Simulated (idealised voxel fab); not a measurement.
A process module follows: voxel wiring stack.
The cross-section shown here is cut; it is 170 nm wide and divided into square cells measuring 5 nm on a side.
When this document writes out a cross-section, it uses a grid of square cells and lists it as bands, beginning at the top and moving down, with a band standing for one or more rows of cells. What a band's entry tells you: where the top is and where the bottom is, as heights in nm, and after that what lies inside, material by material from left to right, each with its width in nm. Empty space is written as the word "blank", and a single material marked with the word "all across" occupies the band from edge to edge. Measure heights from 0. That's the level where, below it, the as-received wafer is all one material. The lowest band is bottomless and extends downward; write it as in "z 0 and below". So if you see something like "30->40" for the width, read it as the top row of the band sitting at the first number and the bottom row at the second, with every row in between moving by the same amount as the last. Any step labelled "no change occurred" changed none of the cells in the cross-section. If an empty space has no open way to the top and is at least 8 cells in size, "Enclosed cavities" lists it, written width x height at distance, where distance is measured from the left edge and every value is in nm. Formally, on a step line, whatever follows the settings is a remark that the simulator itself makes on the step. "overlay nm" on a masked step: distance the mask lay right of its planned place, negative for left.

[Steps planned for the process]
- 1: RECEIVE, material Si
- 2: CONFORMAL_DEP, material SiO2, thk nm 15
- 3: DIRECTIONAL_DEP, material TiN, thk nm 5
- 4: DIRECTIONAL_DEP, material W, thk nm 25
- 5: MASKED_ETCH, tone cover, mask id METAL_1, width nm 30, pitch nm 45, etch materials W, depth nm 25, overlay nm 0
- 6: MASKED_ETCH, tone cover, mask id METAL_1, width nm 30, pitch nm 45, etch materials TiN, depth nm 5, overlay nm 0
- 7: CONFORMAL_DEP, material SiCN, thk nm 5
- 8: FILL_DEP, material SiO2, thk nm 5
- 9: CMP, height nm 45
- 10: CONFORMAL_DEP, material SiCN, thk nm 5
- 11: DIRECTIONAL_DEP, material SiO2, thk nm 30
- 12: DIRECTIONAL_DEP, material aC, thk nm 15
- 13: PATTERN, tone open, mask id METAL_2_HOLES, material resist, width nm 15, pitch nm 90, thk nm 35, overlay nm 0
- 14: DIRECTIONAL_ETCH, etch materials aC, depth nm 15
- 15: STRIP, etch materials resist
- 16: DIRECTIONAL_ETCH, etch materials SiO2, depth nm 30
- 17: STRIP, etch materials aC
- 18: PATTERN, tone open, mask id METAL_2, material resist, width nm 30, pitch nm 45, thk nm 15, overlay nm 0
- 19: DIRECTIONAL_ETCH, etch materials SiO2, depth nm 15
- 20: DIRECTIONAL_ETCH, etch materials SiCN, depth nm 5
- 21: STRIP, etch materials resist
- 22: CONFORMAL_DEP, material TiN, thk nm 5
- 23: FILL_DEP, material Ru, thk nm 10
- 24: CMP, height nm 80
- 25: CONFORMAL_DEP, material SiCN, thk nm 5

[Concerning the first of two wafers, which was run in accordance with the plan]

[Cross-section of the wafer as it came to us, i.e., already through step 1]
> z 0 and below | Si all across
> Enclosed cavities: none

[after step 2]
> z 15 to 0 | SiO2 all across
> Everything under 0 stays put, no change at all.

[after step 3]
> z 20 to 15 | TiN all across
> Everything under 15 stays put, no change at all.

[after step 4]
> z 45 to 20 | W all across
> Everything under 20 stays put, no change at all.

[after step 5]
> z 45 to 20 | blank=25; W=30; blank=15; W=30; blank=15; W=30; blank=25
> Everything under 20 stays put, no change at all.

[after step 6]
> z 45 to 20 | blank=25; W=30; blank=15; W=30; blank=15; W=30; blank=25
> z 20 to 15 | blank=25; TiN=30; blank=15; TiN=30; blank=15; TiN=30; blank=25
> Everything under 15 stays put, no change at all.

[after step 7]
> z 50 to 45 | blank=20; SiCN=40; blank=5; SiCN=40; blank=5; SiCN=40; blank=20
> z 45 to 20 | blank=20; SiCN=5; W=30; SiCN=5; blank=5; SiCN=5; W=30; SiCN=5; blank=5; SiCN=5; W=30; SiCN=5; blank=20
> z 20 to 15 | SiCN=25; TiN=30; SiCN=15; TiN=30; SiCN=15; TiN=30; SiCN=25
> Everything under 15 stays put, no change at all.

[after step 8]
> z 55 to 50 | SiO2 all across
> z 50 to 45 | SiO2=20; SiCN=40; SiO2=5; SiCN=40; SiO2=5; SiCN=40; SiO2=20
> z 45 to 20 | SiO2=20; SiCN=5; W=30; SiCN=5; SiO2=5; SiCN=5; W=30; SiCN=5; SiO2=5; SiCN=5; W=30; SiCN=5; SiO2=20
> Everything under 20 stays put, no change at all.

[after step 9]
> z 45 to 20 | SiO2=20; SiCN=5; W=30; SiCN=5; SiO2=5; SiCN=5; W=30; SiCN=5; SiO2=5; SiCN=5; W=30; SiCN=5; SiO2=20
> Everything under 20 stays put, no change at all.

[after step 10]
> z 50 to 45 | SiCN all across
> Everything under 45 stays put, no change at all.

[after step 11]
> z 80 to 50 | SiO2 all across
> Everything under 50 stays put, no change at all.

[after step 12]
> z 95 to 80 | aC all across
> Everything under 80 stays put, no change at all.

[after step 13]
> z 130 to 95 | resist=25; blank=15; resist=75; blank=15; resist=40
> Everything under 95 stays put, no change at all.

[after step 14]
> z 115 to 95 | resist=25; blank=15; resist=75; blank=15; resist=40
> z 95 to 80 | aC=25; blank=15; aC=75; blank=15; aC=40
> Everything under 80 stays put, no change at all.

[after step 15]
> z 95 to 80 | aC=25; blank=15; aC=75; blank=15; aC=40
> Everything under 80 stays put, no change at all.

[after step 16]
> z 95 to 80 | aC=25; blank=15; aC=75; blank=15; aC=40
> z 80 to 50 | SiO2=25; blank=15; SiO2=75; blank=15; SiO2=40
> Everything under 50 stays put, no change at all.

[after step 17]
> z 80 to 50 | SiO2=25; blank=15; SiO2=75; blank=15; SiO2=40
> Everything under 50 stays put, no change at all.

[after step 18]
> z 95 to 80 | resist=25; blank=30; resist=15; blank=30; resist=15; blank=30; resist=25
> Everything under 80 stays put, no change at all.

[after step 19]
> z 95 to 80 | resist=25; blank=30; resist=15; blank=30; resist=15; blank=30; resist=25
> z 80 to 65 | SiO2=25; blank=30; SiO2=15; blank=30; SiO2=15; blank=30; SiO2=25
> Everything under 65 stays put, no change at all.

[after step 20]
> z 95 to 80 | resist=25; blank=30; resist=15; blank=30; resist=15; blank=30; resist=25
> z 80 to 65 | SiO2=25; blank=30; SiO2=15; blank=30; SiO2=15; blank=30; SiO2=25
> z 65 to 50 | SiO2=25; blank=15; SiO2=75; blank=15; SiO2=40
> z 50 to 45 | SiCN=25; blank=15; SiCN=75; blank=15; SiCN=40
> Everything under 45 stays put, no change at all.

[after step 21]
> z 80 to 65 | SiO2=25; blank=30; SiO2=15; blank=30; SiO2=15; blank=30; SiO2=25
> Everything under 65 stays put, no change at all.

[after step 22]
> z 85 to 80 | TiN=30; blank=20; TiN=25; blank=20; TiN=25; blank=20; TiN=30
> z 80 to 70 | SiO2=25; TiN=5; blank=20; TiN=5; SiO2=15; TiN=5; blank=20; TiN=5; SiO2=15; TiN=5; blank=20; TiN=5; SiO2=25
> z 70 to 65 | SiO2=25; TiN=5; blank=5; TiN=20; SiO2=15; TiN=30; SiO2=15; TiN=5; blank=5; TiN=20; SiO2=25
> z 65 to 50 | SiO2=25; TiN=5; blank=5; TiN=5; SiO2=75; TiN=5; blank=5; TiN=5; SiO2=40
> z 50 to 45 | SiCN=25; TiN=15; SiCN=75; TiN=15; SiCN=40
> Everything under 45 stays put, no change at all.

[after step 23]
> z 95 to 85 | Ru all across
> z 85 to 80 | TiN=30; Ru=20; TiN=25; Ru=20; TiN=25; Ru=20; TiN=30
> z 80 to 70 | SiO2=25; TiN=5; Ru=20; TiN=5; SiO2=15; TiN=5; Ru=20; TiN=5; SiO2=15; TiN=5; Ru=20; TiN=5; SiO2=25
> z 70 to 65 | SiO2=25; TiN=5; Ru=5; TiN=20; SiO2=15; TiN=30; SiO2=15; TiN=5; Ru=5; TiN=20; SiO2=25
> z 65 to 50 | SiO2=25; TiN=5; Ru=5; TiN=5; SiO2=75; TiN=5; Ru=5; TiN=5; SiO2=40
> Everything under 50 stays put, no change at all.

[after step 24]
> z 80 to 70 | SiO2=25; TiN=5; Ru=20; TiN=5; SiO2=15; TiN=5; Ru=20; TiN=5; SiO2=15; TiN=5; Ru=20; TiN=5; SiO2=25
> Everything under 70 stays put, no change at all.

[after step 25]
> z 85 to 80 | SiCN all across
> Everything under 80 stays put, no change at all.

[For the second wafer, take the first wafer's start and plan, then add one mistake made in running it; everything through step 5, that step included, is shared with the first]

[Second wafer, cross-section, planned end of step 6]
> z 45 to 20 | blank=25; W=30; blank=15; W=30; blank=15; W=30; blank=25
> z 20 to 15 | blank=15; TiN=40; blank=5; TiN=40; blank=5; TiN=40; blank=25
> Everything under 15 stays put, no change at all.

[Second wafer, cross-section, planned end of step 7]
> z 50 to 45 | blank=20; SiCN=40; blank=5; SiCN=40; blank=5; SiCN=40; blank=20
> z 45 to 25 | blank=20; SiCN=5; W=30; SiCN=5; blank=5; SiCN=5; W=30; SiCN=5; blank=5; SiCN=5; W=30; SiCN=5; blank=20
> z 25 to 20 | blank=10; SiCN=15; W=30; SiCN=15; W=30; SiCN=15; W=30; SiCN=5; blank=20
> z 20 to 15 | SiCN=15; TiN=40; SiCN=5; TiN=40; SiCN=5; TiN=40; SiCN=25
> Everything under 15 stays put, no change at all.

[Second wafer, cross-section, planned end of step 8]
> z 55 to 50 | SiO2 all across
> z 50 to 45 | SiO2=20; SiCN=40; SiO2=5; SiCN=40; SiO2=5; SiCN=40; SiO2=20
> z 45 to 25 | SiO2=20; SiCN=5; W=30; SiCN=5; SiO2=5; SiCN=5; W=30; SiCN=5; SiO2=5; SiCN=5; W=30; SiCN=5; SiO2=20
> z 25 to 20 | SiO2=10; SiCN=15; W=30; SiCN=15; W=30; SiCN=15; W=30; SiCN=5; SiO2=20
> Everything under 20 stays put, no change at all.

[Second wafer, cross-section, planned end of step 9]
> z 45 to 25 | SiO2=20; SiCN=5; W=30; SiCN=5; SiO2=5; SiCN=5; W=30; SiCN=5; SiO2=5; SiCN=5; W=30; SiCN=5; SiO2=20
> Everything under 25 stays put, no change at all.

[Second wafer, cross-section, planned end of step 10]
> z 50 to 45 | SiCN all across
> Everything under 45 stays put, no change at all.

[Second wafer, cross-section, planned end of step 11]
> z 80 to 50 | SiO2 all across
> Everything under 50 stays put, no change at all.

[Second wafer, cross-section, planned end of step 12]
> z 95 to 80 | aC all across
> Everything under 80 stays put, no change at all.

[Second wafer, cross-section, planned end of step 13]
> z 130 to 95 | resist=25; blank=15; resist=75; blank=15; resist=40
> Everything under 95 stays put, no change at all.

[Second wafer, cross-section, planned end of step 14]
> z 115 to 95 | resist=25; blank=15; resist=75; blank=15; resist=40
> z 95 to 80 | aC=25; blank=15; aC=75; blank=15; aC=40
> Everything under 80 stays put, no change at all.

[Second wafer, cross-section, planned end of step 15]
> z 95 to 80 | aC=25; blank=15; aC=75; blank=15; aC=40
> Everything under 80 stays put, no change at all.

[Second wafer, cross-section, planned end of step 16]
> z 95 to 80 | aC=25; blank=15; aC=75; blank=15; aC=40
> z 80 to 50 | SiO2=25; blank=15; SiO2=75; blank=15; SiO2=40
> Everything under 50 stays put, no change at all.

[Second wafer, cross-section, planned end of step 17]
> z 80 to 50 | SiO2=25; blank=15; SiO2=75; blank=15; SiO2=40
> Everything under 50 stays put, no change at all.

[Second wafer, cross-section, planned end of step 18]
> z 95 to 80 | resist=25; blank=30; resist=15; blank=30; resist=15; blank=30; resist=25
> Everything under 80 stays put, no change at all.

[Second wafer, cross-section, planned end of step 19]
> z 95 to 80 | resist=25; blank=30; resist=15; blank=30; resist=15; blank=30; resist=25
> z 80 to 65 | SiO2=25; blank=30; SiO2=15; blank=30; SiO2=15; blank=30; SiO2=25
> Everything under 65 stays put, no change at all.

[Second wafer, cross-section, planned end of step 20]
> z 95 to 80 | resist=25; blank=30; resist=15; blank=30; resist=15; blank=30; resist=25
> z 80 to 65 | SiO2=25; blank=30; SiO2=15; blank=30; SiO2=15; blank=30; SiO2=25
> z 65 to 50 | SiO2=25; blank=15; SiO2=75; blank=15; SiO2=40
> z 50 to 45 | SiCN=25; blank=15; SiCN=75; blank=15; SiCN=40
> Everything under 45 stays put, no change at all.

[Second wafer, cross-section, planned end of step 21]
> z 80 to 65 | SiO2=25; blank=30; SiO2=15; blank=30; SiO2=15; blank=30; SiO2=25
> Everything under 65 stays put, no change at all.

[Second wafer, cross-section, planned end of step 22]
> z 85 to 80 | TiN=30; blank=20; TiN=25; blank=20; TiN=25; blank=20; TiN=30
> z 80 to 70 | SiO2=25; TiN=5; blank=20; TiN=5; SiO2=15; TiN=5; blank=20; TiN=5; SiO2=15; TiN=5; blank=20; TiN=5; SiO2=25
> z 70 to 65 | SiO2=25; TiN=5; blank=5; TiN=20; SiO2=15; TiN=30; SiO2=15; TiN=5; blank=5; TiN=20; SiO2=25
> z 65 to 50 | SiO2=25; TiN=5; blank=5; TiN=5; SiO2=75; TiN=5; blank=5; TiN=5; SiO2=40
> z 50 to 45 | SiCN=25; TiN=15; SiCN=75; TiN=15; SiCN=40
> Everything under 45 stays put, no change at all.

[Second wafer, cross-section, planned end of step 23]
> z 95 to 85 | Ru all across
> z 85 to 80 | TiN=30; Ru=20; TiN=25; Ru=20; TiN=25; Ru=20; TiN=30
> z 80 to 70 | SiO2=25; TiN=5; Ru=20; TiN=5; SiO2=15; TiN=5; Ru=20; TiN=5; SiO2=15; TiN=5; Ru=20; TiN=5; SiO2=25
> z 70 to 65 | SiO2=25; TiN=5; Ru=5; TiN=20; SiO2=15; TiN=30; SiO2=15; TiN=5; Ru=5; TiN=20; SiO2=25
> z 65 to 50 | SiO2=25; TiN=5; Ru=5; TiN=5; SiO2=75; TiN=5; Ru=5; TiN=5; SiO2=40
> Everything under 50 stays put, no change at all.

[Second wafer, cross-section, planned end of step 24]
> z 80 to 70 | SiO2=25; TiN=5; Ru=20; TiN=5; SiO2=15; TiN=5; Ru=20; TiN=5; SiO2=15; TiN=5; Ru=20; TiN=5; SiO2=25
> Everything under 70 stays put, no change at all.

[Second wafer, cross-section, planned end of step 25]
> z 85 to 80 | SiCN all across
> Everything under 80 stays put, no change at all.
What broke from the plan during processing? step 6 off recipe, ran as MASKED_ETCH, tone cover, mask id METAL_1, width nm 30, pitch nm 45, etch materials TiN, depth nm 5, overlay nm -10
Wrapping up, a cell-based count of both wafers puts the second over or under the first for these materials: 2 fewer of SiCN | 4 fewer of SiO2 | 6 more of TiN
